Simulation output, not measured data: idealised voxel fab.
Process module heading - voxel transistor to metal
Cross-sectional view cut (width: 170 nm; square cell size: 5 nm).
Bands, listed from the top down, are how a cross-section gets written in this document; the cross-section itself is a grid of square cells, and a band is one or more rows of them. The band entry comprises the height of the band's top followed by the height of its bottom, expressed in nm, and subsequently the band's materials from left to right, each stated together with its width in nm. Where a single material is marked with the word "edge to edge", that material fills the band from edge to edge. The word "air" represents empty space. The reference from which all heights are counted is 0, the level beneath which the as-received wafer is entirely one material; the lowest band, having no lower bound, proceeds downward and is written after the example "0 -> down". Top row gets the first number, bottom row gets the second, and each row in between changes by the same step: that is how a band width like "30->40" works. "identical to before" after a step means that no cell of the cross-section changed. The list in "Closed void roster" covers empty spaces of 8 cells or more that cannot reach the top through any open way, and it gives each as width x height at distance; the distance is from the left edge, and width, height and distance are in nm. What comes after the settings on a step's line is commentary from the simulator itself on that step. For masked steps, "overlay nm" on the step line gives how far right of plan the mask actually lay; a minus sign means it lay to the left.

-- These are the steps we planned for the process
1. RECEIVE [material Si]
2. CONFORMAL_DEP [material SiO2] [thk nm 5]
3. CONFORMAL_DEP [material SiN] [thk nm 15]
4. DIRECTIONAL_DEP [material aC] [thk nm 10]
5. PATTERN [tone cover] [mask id ACTIVE] [material resist] [width nm 130] [thk nm 30] [overlay nm 0]
6. DIRECTIONAL_ETCH [etch materials aC] [depth nm 10]
7. STRIP [etch materials resist]
8. DIRECTIONAL_ETCH [etch materials SiN] [depth nm 15]
9. DIRECTIONAL_ETCH [etch materials SiO2] [depth nm 5]
10. DIRECTIONAL_ETCH [etch materials Si] [depth nm 30]
11. STRIP [etch materials aC]
12. OXIDIZE [depth nm 5]
13. FILL_DEP [material SiO2] [thk nm 5]
14. CMP [height nm 20]
15. SELECTIVE_ETCH [etch materials SiO2] [depth nm 5]
16. STRIP [etch materials SiN]
17. SELECTIVE_ETCH [etch materials SiO2] [depth nm 5]
18. OXIDIZE [depth nm 5]
19. DIRECTIONAL_DEP [material polySi] [thk nm 30]
20. DIRECTIONAL_DEP [material SiCN] [thk nm 10]
21. MASKED_ETCH [tone cover] [mask id GATE] [width nm 30] [etch materials SiCN] [depth nm 20] [overlay nm 0]
22. MASKED_ETCH [tone cover] [mask id GATE] [width nm 30] [etch materials polySi] [depth nm 40] [overlay nm 0]
23. CONFORMAL_DEP [material SiO2] [thk nm 5]
24. DIRECTIONAL_ETCH [etch materials SiO2] [depth nm 5]
25. CONFORMAL_DEP [material SiN] [thk nm 10]
26. DIRECTIONAL_ETCH [etch materials SiN] [depth nm 10]
27. DIRECTIONAL_ETCH [etch materials SiO2] [depth nm 5]
28. EPI [material pSi] [thk nm 5]
29. FILL_DEP [material SiO2] [thk nm 10]
30. CMP [height nm 30]
31. STRIP [etch materials polySi]
32. SELECTIVE_ETCH [etch materials SiO2] [depth nm 5]
33. CONFORMAL_DEP [material HfO2] [thk nm 5]
34. CONFORMAL_DEP [material TiN] [thk nm 5]
35. FILL_DEP [material W] [thk nm 10]
36. CMP [height nm 25]
37. DIRECTIONAL_DEP [material SiO2] [thk nm 15]
38. MASKED_ETCH [tone open] [mask id CONTACT] [width nm 20] [pitch nm 90] [etch materials SiO2] [depth nm 40] [overlay nm 0]
39. CONFORMAL_DEP [material TiN] [thk nm 5]
40. FILL_DEP [material Ru] [thk nm 5]
41. CMP [height nm 40]
42. CONFORMAL_DEP [material SiN] [thk nm 5]
43. DIRECTIONAL_DEP [material lowk] [thk nm 15]
44. PATTERN [tone open] [mask id METAL_1] [material resist] [width nm 20] [pitch nm 90] [thk nm 20] [overlay nm 0]
45. DIRECTIONAL_ETCH [etch materials lowk] [depth nm 15]
46. DIRECTIONAL_ETCH [etch materials SiN] [depth nm 5]
47. STRIP [etch materials resist]
48. CONFORMAL_DEP [material TiN] [thk nm 5]
49. FILL_DEP [material Cu] [thk nm 5]
50. CMP [height nm 60]
51. CONFORMAL_DEP [material SiCN] [thk nm 5]
52. DIRECTIONAL_DEP [material SiO2] [thk nm 30]
53. PATTERN [tone open] [mask id METAL_2] [material resist] [width nm 20] [pitch nm 90] [thk nm 20] [overlay nm 0]
54. DIRECTIONAL_ETCH [etch materials SiO2] [depth nm 20]
55. STRIP [etch materials resist]
56. DIRECTIONAL_DEP [material aC] [thk nm 10]
57. PATTERN [tone open] [mask id METAL_2_HOLES] [material resist] [width nm 15] [pitch nm 90] [thk nm 30] [overlay nm 0]
58. DIRECTIONAL_ETCH [etch materials aC] [depth nm 10]
59. STRIP [etch materials resist]
60. DIRECTIONAL_ETCH [etch materials SiO2] [depth nm 10]
61. DIRECTIONAL_ETCH [etch materials SiCN] [depth nm 5]
62. STRIP [etch materials aC]
63. CONFORMAL_DEP [material TiN] [thk nm 5]
64. FILL_DEP [material Cu] [thk nm 10]
65. CMP [height nm 95]
66. CONFORMAL_DEP [material SiCN] [thk nm 5]

-- The first of the two wafers, which ran as planned

-- Wafer cross-section on receipt, i.e. after step 1
  0 -> down: Si edge to edge
  Closed void roster: none

-- after step 2
  5 -> 0: SiO2 edge to edge
  Note: structure below 0 unchanged.

-- after step 3
  20 -> 5: SiN edge to edge
  Note: structure below 5 unchanged.

-- after step 4
  30 -> 20: aC edge to edge
  Note: structure below 20 unchanged.

-- after step 5
  60 -> 30: air=20 | resist=130 | air=20
  Note: structure below 30 unchanged.

-- after step 6
  50 -> 30: air=20 | resist=130 | air=20
  30 -> 20: air=20 | aC=130 | air=20
  Note: structure below 20 unchanged.

-- after step 7
  30 -> 20: air=20 | aC=130 | air=20
  Note: structure below 20 unchanged.

-- after step 8
  30 -> 20: air=20 | aC=130 | air=20
  20 -> 5: air=20 | SiN=130 | air=20
  Note: structure below 5 unchanged.

-- after step 9
  30 -> 20: air=20 | aC=130 | air=20
  20 -> 5: air=20 | SiN=130 | air=20
  5 -> 0: air=20 | SiO2=130 | air=20
  Note: structure below 0 unchanged.

-- after step 10
  30 -> 20: air=20 | aC=130 | air=20
  20 -> 5: air=20 | SiN=130 | air=20
  5 -> 0: air=20 | SiO2=130 | air=20
  0 -> -30: air=20 | Si=130 | air=20
  Note: structure below -30 unchanged.

-- after step 11
  20 -> 5: air=20 | SiN=130 | air=20
  Note: structure below 5 unchanged.

-- after step 12
  20 -> 5: air=20 | SiN=130 | air=20
  5 -> 0: air=20 | SiO2=130 | air=20
  0 -> -30: air=20 | SiO2=5 | Si=120 | SiO2=5 | air=20
  -30 -> -35: SiO2=25 | Si=120 | SiO2=25
  Note: structure below -35 unchanged.

-- after step 13
  25 -> 20: SiO2 edge to edge
  20 -> 5: SiO2=20 | SiN=130 | SiO2=20
  5 -> 0: SiO2 edge to edge
  0 -> -35: SiO2=25 | Si=120 | SiO2=25
  Note: structure below -35 unchanged.

-- after step 14
  20 -> 5: SiO2=20 | SiN=130 | SiO2=20
  Note: structure below 5 unchanged.

-- after step 15
  20 -> 15: air=20 | SiN=130 | air=20
  Note: structure below 15 unchanged.

-- after step 16
  15 -> 5: SiO2=20 | air=130 | SiO2=20
  Note: structure below 5 unchanged.

-- after step 17
  10 -> 0: SiO2=15 | air=140 | SiO2=15
  Note: structure below 0 unchanged.

-- after step 18
  10 -> 0: SiO2=15 | air=140 | SiO2=15
  0 -> -5: SiO2 edge to edge
  Note: structure below -5 unchanged.

-- after step 19
  40 -> 30: polySi=15 | air=140 | polySi=15
  30 -> 10: polySi edge to edge
  10 -> 0: SiO2=15 | polySi=140 | SiO2=15
  Note: structure below 0 unchanged.

-- after step 20
  50 -> 40: SiCN=15 | air=140 | SiCN=15
  40 -> 30: polySi=15 | SiCN=140 | polySi=15
  Note: structure below 30 unchanged.

-- after step 21
  40 -> 30: polySi=15 | air=55 | SiCN=30 | air=55 | polySi=15
  Note: structure below 30 unchanged.

-- after step 22
  40 -> 30: air=70 | SiCN=30 | air=70
  30 -> 10: air=70 | polySi=30 | air=70
  10 -> 0: SiO2=15 | air=55 | polySi=30 | air=55 | SiO2=15
  Note: structure below 0 unchanged.

-- after step 23
  45 -> 40: air=65 | SiO2=40 | air=65
  40 -> 30: air=65 | SiO2=5 | SiCN=30 | SiO2=5 | air=65
  30 -> 15: air=65 | SiO2=5 | polySi=30 | SiO2=5 | air=65
  15 -> 5: SiO2=20 | air=45 | SiO2=5 | polySi=30 | SiO2=5 | air=45 | SiO2=20
  5 -> 0: SiO2=70 | polySi=30 | SiO2=70
  Note: structure below 0 unchanged.

-- after step 24
  40 -> 30: air=65 | SiO2=5 | SiCN=30 | SiO2=5 | air=65
  30 -> 10: air=65 | SiO2=5 | polySi=30 | SiO2=5 | air=65
  10 -> 0: SiO2=20 | air=45 | SiO2=5 | polySi=30 | SiO2=5 | air=45 | SiO2=20
  Note: structure below 0 unchanged.

-- after step 25
  50 -> 40: air=55 | SiN=60 | air=55
  40 -> 30: air=55 | SiN=10 | SiO2=5 | SiCN=30 | SiO2=5 | SiN=10 | air=55
  30 -> 20: air=55 | SiN=10 | SiO2=5 | polySi=30 | SiO2=5 | SiN=10 | air=55
  20 -> 10: SiN=30 | air=25 | SiN=10 | SiO2=5 | polySi=30 | SiO2=5 | SiN=10 | air=25 | SiN=30
  10 -> 0: SiO2=20 | SiN=45 | SiO2=5 | polySi=30 | SiO2=5 | SiN=45 | SiO2=20
  Note: structure below 0 unchanged.

-- after step 26
  40 -> 30: air=55 | SiN=10 | SiO2=5 | SiCN=30 | SiO2=5 | SiN=10 | air=55
  30 -> 10: air=55 | SiN=10 | SiO2=5 | polySi=30 | SiO2=5 | SiN=10 | air=55
  10 -> 0: SiO2=20 | SiN=10 | air=25 | SiN=10 | SiO2=5 | polySi=30 | SiO2=5 | SiN=10 | air=25 | SiN=10 | SiO2=20
  Note: structure below 0 unchanged.

-- after step 27
  40 -> 35: air=55 | SiN=10 | air=5 | SiCN=30 | air=5 | SiN=10 | air=55
  35 -> 30: air=55 | SiN=10 | SiO2=5 | SiCN=30 | SiO2=5 | SiN=10 | air=55
  30 -> 10: air=55 | SiN=10 | SiO2=5 | polySi=30 | SiO2=5 | SiN=10 | air=55
  10 -> 5: air=20 | SiN=10 | air=25 | SiN=10 | SiO2=5 | polySi=30 | SiO2=5 | SiN=10 | air=25 | SiN=10 | air=20
  5 -> 0: SiO2=20 | SiN=10 | air=25 | SiN=10 | SiO2=5 | polySi=30 | SiO2=5 | SiN=10 | air=25 | SiN=10 | SiO2=20
  0 -> -5: SiO2=30 | air=25 | SiO2=60 | air=25 | SiO2=30
  Note: structure below -5 unchanged.

-- after step 28
  40 -> 35: air=55 | SiN=10 | air=5 | SiCN=30 | air=5 | SiN=10 | air=55
  35 -> 30: air=55 | SiN=10 | SiO2=5 | SiCN=30 | SiO2=5 | SiN=10 | air=55
  30 -> 10: air=55 | SiN=10 | SiO2=5 | polySi=30 | SiO2=5 | SiN=10 | air=55
  10 -> 5: air=20 | SiN=10 | air=25 | SiN=10 | SiO2=5 | polySi=30 | SiO2=5 | SiN=10 | air=25 | SiN=10 | air=20
  5 -> 0: SiO2=20 | SiN=10 | air=25 | SiN=10 | SiO2=5 | polySi=30 | SiO2=5 | SiN=10 | air=25 | SiN=10 | SiO2=20
  0 -> -5: SiO2=30 | pSi=25 | SiO2=60 | pSi=25 | SiO2=30
  Note: structure below -5 unchanged.

-- after step 29
  50 -> 40: SiO2 edge to edge
  40 -> 30: SiO2=55 | SiN=10 | SiO2=5 | SiCN=30 | SiO2=5 | SiN=10 | SiO2=55
  30 -> 10: SiO2=55 | SiN=10 | SiO2=5 | polySi=30 | SiO2=5 | SiN=10 | SiO2=55
  10 -> 0: SiO2=20 | SiN=10 | SiO2=25 | SiN=10 | SiO2=5 | polySi=30 | SiO2=5 | SiN=10 | SiO2=25 | SiN=10 | SiO2=20
  Note: structure below 0 unchanged.

-- after step 30
  30 -> 10: SiO2=55 | SiN=10 | SiO2=5 | polySi=30 | SiO2=5 | SiN=10 | SiO2=55
  Note: structure below 10 unchanged.

-- after step 31
  30 -> 10: SiO2=55 | SiN=10 | SiO2=5 | air=30 | SiO2=5 | SiN=10 | SiO2=55
  10 -> 0: SiO2=20 | SiN=10 | SiO2=25 | SiN=10 | SiO2=5 | air=30 | SiO2=5 | SiN=10 | SiO2=25 | SiN=10 | SiO2=20
  Note: structure below 0 unchanged.

-- after step 32
  30 -> 25: air=55 | SiN=10 | air=40 | SiN=10 | air=55
  25 -> 10: SiO2=55 | SiN=10 | air=40 | SiN=10 | SiO2=55
  10 -> 0: SiO2=20 | SiN=10 | SiO2=25 | SiN=10 | air=40 | SiN=10 | SiO2=25 | SiN=10 | SiO2=20
  0 -> -5: SiO2=30 | pSi=25 | SiO2=10 | air=40 | SiO2=10 | pSi=25 | SiO2=30
  Note: structure below -5 unchanged.

-- after step 33
  35 -> 30: air=50 | HfO2=20 | air=30 | HfO2=20 | air=50
  30 -> 25: HfO2=55 | SiN=10 | HfO2=5 | air=30 | HfO2=5 | SiN=10 | HfO2=55
  25 -> 10: SiO2=55 | SiN=10 | HfO2=5 | air=30 | HfO2=5 | SiN=10 | SiO2=55
  10 -> 0: SiO2=20 | SiN=10 | SiO2=25 | SiN=10 | HfO2=5 | air=30 | HfO2=5 | SiN=10 | SiO2=25 | SiN=10 | SiO2=20
  0 -> -5: SiO2=30 | pSi=25 | SiO2=10 | HfO2=40 | SiO2=10 | pSi=25 | SiO2=30
  Note: structure below -5 unchanged.

-- after step 34
  40 -> 35: air=45 | TiN=30 | air=20 | TiN=30 | air=45
  35 -> 30: TiN=50 | HfO2=20 | TiN=5 | air=20 | TiN=5 | HfO2=20 | TiN=50
  30 -> 25: HfO2=55 | SiN=10 | HfO2=5 | TiN=5 | air=20 | TiN=5 | HfO2=5 | SiN=10 | HfO2=55
  25 -> 10: SiO2=55 | SiN=10 | HfO2=5 | TiN=5 | air=20 | TiN=5 | HfO2=5 | SiN=10 | SiO2=55
  10 -> 5: SiO2=20 | SiN=10 | SiO2=25 | SiN=10 | HfO2=5 | TiN=5 | air=20 | TiN=5 | HfO2=5 | SiN=10 | SiO2=25 | SiN=10 | SiO2=20
  5 -> 0: SiO2=20 | SiN=10 | SiO2=25 | SiN=10 | HfO2=5 | TiN=30 | HfO2=5 | SiN=10 | SiO2=25 | SiN=10 | SiO2=20
  Note: structure below 0 unchanged.

-- after step 35
  50 -> 40: W edge to edge
  40 -> 35: W=45 | TiN=30 | W=20 | TiN=30 | W=45
  35 -> 30: TiN=50 | HfO2=20 | TiN=5 | W=20 | TiN=5 | HfO2=20 | TiN=50
  30 -> 25: HfO2=55 | SiN=10 | HfO2=5 | TiN=5 | W=20 | TiN=5 | HfO2=5 | SiN=10 | HfO2=55
  25 -> 10: SiO2=55 | SiN=10 | HfO2=5 | TiN=5 | W=20 | TiN=5 | HfO2=5 | SiN=10 | SiO2=55
  10 -> 5: SiO2=20 | SiN=10 | SiO2=25 | SiN=10 | HfO2=5 | TiN=5 | W=20 | TiN=5 | HfO2=5 | SiN=10 | SiO2=25 | SiN=10 | SiO2=20
  Note: structure below 5 unchanged.

-- after step 36
  25 -> 10: SiO2=55 | SiN=10 | HfO2=5 | TiN=5 | W=20 | TiN=5 | HfO2=5 | SiN=10 | SiO2=55
  Note: structure below 10 unchanged.

-- after step 37
  40 -> 25: SiO2 edge to edge
  Note: structure below 25 unchanged.

-- after step 38
  40 -> 25: SiO2=30 | air=20 | SiO2=70 | air=20 | SiO2=30
  25 -> 10: SiO2=30 | air=20 | SiO2=5 | SiN=10 | HfO2=5 | TiN=5 | W=20 | TiN=5 | HfO2=5 | SiN=10 | SiO2=5 | air=20 | SiO2=30
  10 -> 5: SiO2=20 | SiN=10 | air=20 | SiO2=5 | SiN=10 | HfO2=5 | TiN=5 | W=20 | TiN=5 | HfO2=5 | SiN=10 | SiO2=5 | air=20 | SiN=10 | SiO2=20
  5 -> 0: SiO2=20 | SiN=10 | air=20 | SiO2=5 | SiN=10 | HfO2=5 | TiN=30 | HfO2=5 | SiN=10 | SiO2=5 | air=20 | SiN=10 | SiO2=20
  Note: structure below 0 unchanged.

-- after step 39
  45 -> 40: TiN=35 | air=10 | TiN=80 | air=10 | TiN=35
  40 -> 25: SiO2=30 | TiN=5 | air=10 | TiN=5 | SiO2=70 | TiN=5 | air=10 | TiN=5 | SiO2=30
  25 -> 10: SiO2=30 | TiN=5 | air=10 | TiN=5 | SiO2=5 | SiN=10 | HfO2=5 | TiN=5 | W=20 | TiN=5 | HfO2=5 | SiN=10 | SiO2=5 | TiN=5 | air=10 | TiN=5 | SiO2=30
  10 -> 5: SiO2=20 | SiN=10 | TiN=5 | air=10 | TiN=5 | SiO2=5 | SiN=10 | HfO2=5 | TiN=5 | W=20 | TiN=5 | HfO2=5 | SiN=10 | SiO2=5 | TiN=5 | air=10 | TiN=5 | SiN=10 | SiO2=20
  5 -> 0: SiO2=20 | SiN=10 | TiN=20 | SiO2=5 | SiN=10 | HfO2=5 | TiN=30 | HfO2=5 | SiN=10 | SiO2=5 | TiN=20 | SiN=10 | SiO2=20
  Note: structure below 0 unchanged.

-- after step 40
  50 -> 45: Ru edge to edge
  45 -> 40: TiN=35 | Ru=10 | TiN=80 | Ru=10 | TiN=35
  40 -> 25: SiO2=30 | TiN=5 | Ru=10 | TiN=5 | SiO2=70 | TiN=5 | Ru=10 | TiN=5 | SiO2=30
  25 -> 10: SiO2=30 | TiN=5 | Ru=10 | TiN=5 | SiO2=5 | SiN=10 | HfO2=5 | TiN=5 | W=20 | TiN=5 | HfO2=5 | SiN=10 | SiO2=5 | TiN=5 | Ru=10 | TiN=5 | SiO2=30
  10 -> 5: SiO2=20 | SiN=10 | TiN=5 | Ru=10 | TiN=5 | SiO2=5 | SiN=10 | HfO2=5 | TiN=5 | W=20 | TiN=5 | HfO2=5 | SiN=10 | SiO2=5 | TiN=5 | Ru=10 | TiN=5 | SiN=10 | SiO2=20
  Note: structure below 5 unchanged.

-- after step 41
  40 -> 25: SiO2=30 | TiN=5 | Ru=10 | TiN=5 | SiO2=70 | TiN=5 | Ru=10 | TiN=5 | SiO2=30
  Note: structure below 25 unchanged.

-- after step 42
  45 -> 40: SiN edge to edge
  Note: structure below 40 unchanged.

-- after step 43
  60 -> 45: lowk edge to edge
  Note: structure below 45 unchanged.

-- after step 44
  80 -> 60: resist=30 | air=20 | resist=70 | air=20 | resist=30
  Note: structure below 60 unchanged.

-- after step 45
  80 -> 60: resist=30 | air=20 | resist=70 | air=20 | resist=30
  60 -> 45: lowk=30 | air=20 | lowk=70 | air=20 | lowk=30
  Note: structure below 45 unchanged.

-- after step 46
  80 -> 60: resist=30 | air=20 | resist=70 | air=20 | resist=30
  60 -> 45: lowk=30 | air=20 | lowk=70 | air=20 | lowk=30
  45 -> 40: SiN=30 | air=20 | SiN=70 | air=20 | SiN=30
  Note: structure below 40 unchanged.

-- after step 47
  60 -> 45: lowk=30 | air=20 | lowk=70 | air=20 | lowk=30
  Note: structure below 45 unchanged.

-- after step 48
  65 -> 60: TiN=35 | air=10 | TiN=80 | air=10 | TiN=35
  60 -> 45: lowk=30 | TiN=5 | air=10 | TiN=5 | lowk=70 | TiN=5 | air=10 | TiN=5 | lowk=30
  45 -> 40: SiN=30 | TiN=20 | SiN=70 | TiN=20 | SiN=30
  Note: structure below 40 unchanged.

-- after step 49
  70 -> 65: Cu edge to edge
  65 -> 60: TiN=35 | Cu=10 | TiN=80 | Cu=10 | TiN=35
  60 -> 45: lowk=30 | TiN=5 | Cu=10 | TiN=5 | lowk=70 | TiN=5 | Cu=10 | TiN=5 | lowk=30
  Note: structure below 45 unchanged.

-- after step 50
  60 -> 45: lowk=30 | TiN=5 | Cu=10 | TiN=5 | lowk=70 | TiN=5 | Cu=10 | TiN=5 | lowk=30
  Note: structure below 45 unchanged.

-- after step 51
  65 -> 60: SiCN edge to edge
  Note: structure below 60 unchanged.

-- after step 52
  95 -> 65: SiO2 edge to edge
  Note: structure below 65 unchanged.

-- after step 53
  115 -> 95: resist=30 | air=20 | resist=70 | air=20 | resist=30
  Note: structure below 95 unchanged.

-- after step 54
  115 -> 95: resist=30 | air=20 | resist=70 | air=20 | resist=30
  95 -> 75: SiO2=30 | air=20 | SiO2=70 | air=20 | SiO2=30
  Note: structure below 75 unchanged.

-- after step 55
  95 -> 75: SiO2=30 | air=20 | SiO2=70 | air=20 | SiO2=30
  Note: structure below 75 unchanged.

-- after step 56
  105 -> 95: aC=30 | air=20 | aC=70 | air=20 | aC=30
  95 -> 85: SiO2=30 | air=20 | SiO2=70 | air=20 | SiO2=30
  85 -> 75: SiO2=30 | aC=20 | SiO2=70 | aC=20 | SiO2=30
  Note: structure below 75 unchanged.

-- after step 57
  135 -> 105: resist=30 | air=15 | resist=75 | air=15 | resist=35
  105 -> 95: aC=30 | air=15 | resist=5 | aC=70 | air=15 | resist=5 | aC=30
  95 -> 85: SiO2=30 | air=15 | resist=5 | SiO2=70 | air=15 | resist=5 | SiO2=30
  Note: structure below 85 unchanged.

-- after step 58
  125 -> 105: resist=30 | air=15 | resist=75 | air=15 | resist=35
  105 -> 95: aC=30 | air=15 | resist=5 | aC=70 | air=15 | resist=5 | aC=30
  95 -> 85: SiO2=30 | air=15 | resist=5 | SiO2=70 | air=15 | resist=5 | SiO2=30
  85 -> 75: SiO2=30 | air=15 | aC=5 | SiO2=70 | air=15 | aC=5 | SiO2=30
  Note: structure below 75 unchanged.

-- after step 59
  105 -> 95: aC=30 | air=20 | aC=70 | air=20 | aC=30
  95 -> 85: SiO2=30 | air=20 | SiO2=70 | air=20 | SiO2=30
  Note: structure below 85 unchanged.

-- after step 60
  105 -> 95: aC=30 | air=20 | aC=70 | air=20 | aC=30
  95 -> 85: SiO2=30 | air=20 | SiO2=70 | air=20 | SiO2=30
  85 -> 75: SiO2=30 | air=15 | aC=5 | SiO2=70 | air=15 | aC=5 | SiO2=30
  75 -> 65: SiO2=30 | air=15 | SiO2=75 | air=15 | SiO2=35
  Note: structure below 65 unchanged.

-- after step 61
  105 -> 95: aC=30 | air=20 | aC=70 | air=20 | aC=30
  95 -> 85: SiO2=30 | air=20 | SiO2=70 | air=20 | SiO2=30
  85 -> 75: SiO2=30 | air=15 | aC=5 | SiO2=70 | air=15 | aC=5 | SiO2=30
  75 -> 65: SiO2=30 | air=15 | SiO2=75 | air=15 | SiO2=35
  65 -> 60: SiCN=30 | air=15 | SiCN=75 | air=15 | SiCN=35
  Note: structure below 60 unchanged.

-- after step 62
  95 -> 75: SiO2=30 | air=20 | SiO2=70 | air=20 | SiO2=30
  Note: structure below 75 unchanged.

-- after step 63
  100 -> 95: TiN=35 | air=10 | TiN=80 | air=10 | TiN=35
  95 -> 80: SiO2=30 | TiN=5 | air=10 | TiN=5 | SiO2=70 | TiN=5 | air=10 | TiN=5 | SiO2=30
  80 -> 75: SiO2=30 | TiN=5 | air=5 | TiN=10 | SiO2=70 | TiN=5 | air=5 | TiN=10 | SiO2=30
  75 -> 65: SiO2=30 | TiN=5 | air=5 | TiN=5 | SiO2=75 | TiN=5 | air=5 | TiN=5 | SiO2=35
  65 -> 60: SiCN=30 | TiN=15 | SiCN=75 | TiN=15 | SiCN=35
  Note: structure below 60 unchanged.

-- after step 64
  110 -> 100: Cu edge to edge
  100 -> 95: TiN=35 | Cu=10 | TiN=80 | Cu=10 | TiN=35
  95 -> 80: SiO2=30 | TiN=5 | Cu=10 | TiN=5 | SiO2=70 | TiN=5 | Cu=10 | TiN=5 | SiO2=30
  80 -> 75: SiO2=30 | TiN=5 | Cu=5 | TiN=10 | SiO2=70 | TiN=5 | Cu=5 | TiN=10 | SiO2=30
  75 -> 65: SiO2=30 | TiN=5 | Cu=5 | TiN=5 | SiO2=75 | TiN=5 | Cu=5 | TiN=5 | SiO2=35
  Note: structure below 65 unchanged.

-- after step 65
  95 -> 80: SiO2=30 | TiN=5 | Cu=10 | TiN=5 | SiO2=70 | TiN=5 | Cu=10 | TiN=5 | SiO2=30
  Note: structure below 80 unchanged.

-- after step 66
  100 -> 95: SiCN edge to edge
  Note: structure below 95 unchanged.

-- Wafer two. Same start, same plan, one slip in execution. Same as wafer one through step 52, inclusive

-- The second wafer in cross-section, at the planned close of step 53
  115 -> 95: air=30 | resist=20 | air=70 | resist=20 | air=30
  Note: structure below 95 unchanged.

-- The second wafer in cross-section, at the planned close of step 54
  115 -> 95: air=30 | resist=20 | air=70 | resist=20 | air=30
  95 -> 75: air=30 | SiO2=20 | air=70 | SiO2=20 | air=30
  Note: structure below 75 unchanged.

-- The second wafer in cross-section, at the planned close of step 55
  95 -> 75: air=30 | SiO2=20 | air=70 | SiO2=20 | air=30
  Note: structure below 75 unchanged.

-- The second wafer in cross-section, at the planned close of step 56
  105 -> 95: air=30 | aC=20 | air=70 | aC=20 | air=30
  95 -> 85: air=30 | SiO2=20 | air=70 | SiO2=20 | air=30
  85 -> 75: aC=30 | SiO2=20 | aC=70 | SiO2=20 | aC=30
  Note: structure below 75 unchanged.

-- The second wafer in cross-section, at the planned close of step 57
  135 -> 105: resist=30 | air=15 | resist=75 | air=15 | resist=35
  105 -> 95: resist=30 | aC=20 | resist=70 | aC=20 | resist=30
  95 -> 85: resist=30 | SiO2=20 | resist=70 | SiO2=20 | resist=30
  Note: structure below 85 unchanged.

-- The second wafer in cross-section, at the planned close of step 58
  125 -> 105: resist=30 | air=15 | resist=75 | air=15 | resist=35
  105 -> 95: resist=30 | air=15 | aC=5 | resist=70 | air=15 | aC=5 | resist=30
  Note: structure below 95 unchanged.

-- The second wafer in cross-section, at the planned close of step 59
  105 -> 95: air=45 | aC=5 | air=85 | aC=5 | air=30
  95 -> 85: air=30 | SiO2=20 | air=70 | SiO2=20 | air=30
  Note: structure below 85 unchanged.

-- The second wafer in cross-section, at the planned close of step 60
  105 -> 95: air=45 | aC=5 | air=85 | aC=5 | air=30
  95 -> 85: air=45 | SiO2=5 | air=85 | SiO2=5 | air=30
  Note: structure below 85 unchanged.

The second wafer in cross-section, at the planned close of step 61: identical to before

-- The second wafer in cross-section, at the planned close of step 62
  95 -> 85: air=45 | SiO2=5 | air=85 | SiO2=5 | air=30
  85 -> 75: air=30 | SiO2=20 | air=70 | SiO2=20 | air=30
  Note: structure below 75 unchanged.

-- The second wafer in cross-section, at the planned close of step 63
  100 -> 95: air=40 | TiN=15 | air=75 | TiN=15 | air=25
  95 -> 85: air=40->25 | TiN=5->20 | SiO2=5 | TiN=5 | air=75->60 | TiN=5->20 | SiO2=5 | TiN=5 | air=25
  85 -> 80: air=25 | TiN=5 | SiO2=20 | TiN=5 | air=60 | TiN=5 | SiO2=20 | TiN=5 | air=25
  80 -> 75: TiN=30 | SiO2=20 | TiN=70 | SiO2=20 | TiN=30
  Note: structure below 75 unchanged.

-- The second wafer in cross-section, at the planned close of step 64
  110 -> 100: Cu edge to edge
  100 -> 95: Cu=40 | TiN=15 | Cu=75 | TiN=15 | Cu=25
  95 -> 85: Cu=40->25 | TiN=5->20 | SiO2=5 | TiN=5 | Cu=75->60 | TiN=5->20 | SiO2=5 | TiN=5 | Cu=25
  85 -> 80: Cu=25 | TiN=5 | SiO2=20 | TiN=5 | Cu=60 | TiN=5 | SiO2=20 | TiN=5 | Cu=25
  Note: structure below 80 unchanged.

-- The second wafer in cross-section, at the planned close of step 65
  95 -> 85: Cu=40->25 | TiN=5->20 | SiO2=5 | TiN=5 | Cu=75->60 | TiN=5->20 | SiO2=5 | TiN=5 | Cu=25
  Note: structure below 85 unchanged.

-- The second wafer in cross-section, at the planned close of step 66
  100 -> 95: SiCN edge to edge
  Note: structure below 95 unchanged.
Processing error: step 53 went in with a setting other than planned; the actual run was PATTERN [tone cover] [mask id METAL_2] [material resist] [width nm 20] [pitch nm 90] [thk nm 20] [overlay nm 0]
Final cells, second wafer relative to first, materials higher or lower: 54 more of Cu; 6 more of SiCN; 72 fewer of SiO2; 12 more of TiN
